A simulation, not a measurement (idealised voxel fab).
The following process module bears the name voxel released beams.
The figure presents cross-section cut, which has a width of 245 nm and is divided into square cells with an edge length of 5 nm.
This document writes a cross-section as a grid whose cells are square, and gives it as bands, listed from the top down; one or more rows of cells form a band.
First you get the band's top height and its bottom height, in nm, and then the materials it's made of, left to right, with each width in nm. If you see a single material with "throughout", that one covers the band edge to edge. "blank" is empty space.
The reference from which all heights are counted is 0, the level beneath which the as-received wafer is entirely one material; the lowest band, having no lower bound, proceeds downward and is written after the example "from 0 down".
So if you see something like "30->40" for the width, read it as the top row of the band sitting at the first number and the bottom row at the second, with every row in between moving by the same amount as the last.
Any step labelled "changes: none" changed none of the cells in the cross-section.
Look at "Completely enclosed voids" for the closed voids: empty spaces with no open path to the top, sized 8 cells or up. Each is width x height at distance, distance from the left edge, all nm.
It should be noted that, on the line of a given step, the content following the step's settings is a remark produced by the simulator itself with respect to that step.
Each step line may optionally specify "overlay nm", which for a step with a mask gives the rightward distance between the mask's planned place and where it lay, a negative value indicating the leftward direction.
Listed below are the process steps as planned:
- 1: RECEIVE | material Si
- 2: CONFORMAL_DEP | material SiN | thk nm 10
- 3: DIRECTIONAL_DEP | material SiO2 | thk nm 15
- 4: MASKED_ETCH | tone open | mask id ANCHOR | width nm 35 | etch materials SiO2 | depth nm 15 | overlay nm 0
- 5: CONFORMAL_DEP | material W | thk nm 10
- 6: MASKED_ETCH | tone cover | mask id BEAM | width nm 85 | etch materials W | depth nm 10 | overlay nm 0
- 7: STRIP | etch materials SiO2
Cross-section of the wafer upon arrival, representing the state reached after step 1:
	from 0 down: Si throughout
	Completely enclosed voids: none
Cross-sectional image of the first of two wafers at the end of the module, the run having proceeded as planned:
	from 35 to 25: blank (75)  W (15)  blank (15)  W (55)  blank (85)
	from 25 to 20: blank (80)  W (10)  blank (15)  W (10)  blank (130)
	from 20 to 10: blank (80)  W (35)  blank (130)
	from 10 to 0: SiN throughout
	from 0 down: Si throughout
	Completely enclosed voids: none
Same start, same plan as the first wafer - but one mistake in the run. Cross-section of the second of the two at the end of the module:
	from 35 to 25: blank (75)  W (50)  blank (120)
	from 25 to 20: blank (70)  W (10)  SiO2 (35)  W (10)  blank (120)
	from 20 to 10: blank (70)  W (10)  SiO2 (35)  W (45)  blank (85)
	from 10 to 0: SiN throughout
	from 0 down: Si throughout
	Completely enclosed voids: none
Run error: contrary to plan, step 4 was performed as MASKED_ETCH | tone cover | mask id ANCHOR | width nm 35 | etch materials SiO2 | depth nm 15 | overlay nm 0
End check, counted in cells, second wafer has more or fewer of these materials than the first: 21 more of SiO2
